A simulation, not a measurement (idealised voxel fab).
Process module under the name voxel gate over fins
Section shown: cut. Width: 180 nm. Cell size: 5 nm, square.
We lay out every cross-section as a grid of square cells and spell it out in bands from the top down, where one band means one or more rows of cells. Look at the band entry: it leads with the top's height and the bottom's height in nm. Then it lists the materials left to right, with a width in nm for each. The word "all across" on a single material says that material fills the band edge to edge. The word "empty" is empty space. We count height from 0. Below that, the starting wafer is all one material. The lowest band never ends at the bottom but goes on down; see "0 and below" for how that is written. The notation "30 to 40" denotes a width that varies across the rows of cells in the band, beginning at the first number in the top row, finishing at the second number in the bottom row, and changing by an identical amount from each row to the next. It should be understood that the words "left unchanged", when stated for a given step, signify that the cross-section underwent no change in any of its cells during that step. What "Unvented internal voids" gives you is every empty space of 8 cells or more that is cut off from the top. Each appears as width x height at distance, with the distance taken from the left edge and width, height and distance all in nm. Text after the settings on a step's line: the simulator's own remark on that step. "overlay nm" on a masked step: distance the mask lay right of its planned place, negative for left.
## Here's what the planned process steps look like
- 1: op RECEIVE | material Si
- 2: op CONFORMAL_DEP | material SiN | thk nm 5
- 3: op DIRECTIONAL_DEP | material aC | thk nm 15
- 4: op PATTERN | tone cover | mask id FINS | material resist | width nm 15 | pitch nm 40 | thk nm 35 | overlay nm 0
- 5: op DIRECTIONAL_ETCH | etch materials aC | depth nm 15
- 6: op STRIP | etch materials resist
- 7: op DIRECTIONAL_ETCH | etch materials SiN | depth nm 5
- 8: op DIRECTIONAL_ETCH | etch materials Si | depth nm 30
- 9: op STRIP | etch materials aC
- 10: op FILL_DEP | material SiO2 | thk nm 10
- 11: op CMP | height nm 5
- 12: op SELECTIVE_ETCH | etch materials SiO2 | depth nm 15
- 13: op STRIP | etch materials SiN
- 14: op CONFORMAL_DEP | material HfO2 | thk nm 5
- 15: op CONFORMAL_DEP | material TiN | thk nm 5
- 16: op FILL_DEP | material W | thk nm 10
- 17: op CMP | height nm 15
- 18: op CONFORMAL_DEP | material SiCN | thk nm 5
## The cross-section here shows the wafer as received, i.e. in its state after step 1
* 0 and below = Si all across
* Unvented internal voids: none
## Wafer at module end, in section. Began as above, planned as above, run with one mistake
* 20 down to 15 = SiCN all across
* 15 down to 10 = W all across
* 10 down to 5 = 5 W, 165 TiN, 10 W
* 5 down to 0 = 5 W, 5 TiN, 35 HfO2, 5 TiN, 35 HfO2, 5 TiN, 35 HfO2, 5 TiN, 35 HfO2, 5 TiN, 10 W
* 0 down to -5 = 10 TiN, 5 HfO2, 25 Si, 5 HfO2, 5 TiN, 5 HfO2, 25 Si, 5 HfO2, 5 TiN, 5 HfO2, 25 Si, 5 HfO2, 5 TiN, 5 HfO2, 25 Si, 5 HfO2, 15 TiN
* -5 down to -10 = 15 HfO2, 25 Si, 15 HfO2, 25 Si, 15 HfO2, 25 Si, 15 HfO2, 25 Si, 20 HfO2
* -10 down to -30 = 15 SiO2, 25 Si, 15 SiO2, 25 Si, 15 SiO2, 25 Si, 15 SiO2, 25 Si, 20 SiO2
* -30 and below = Si all across
* Unvented internal voids: none
Processing error: step 4 ran as: op PATTERN | tone cover | mask id FINS | material resist | width nm 25 | pitch nm 40 | thk nm 35 | overlay nm 0
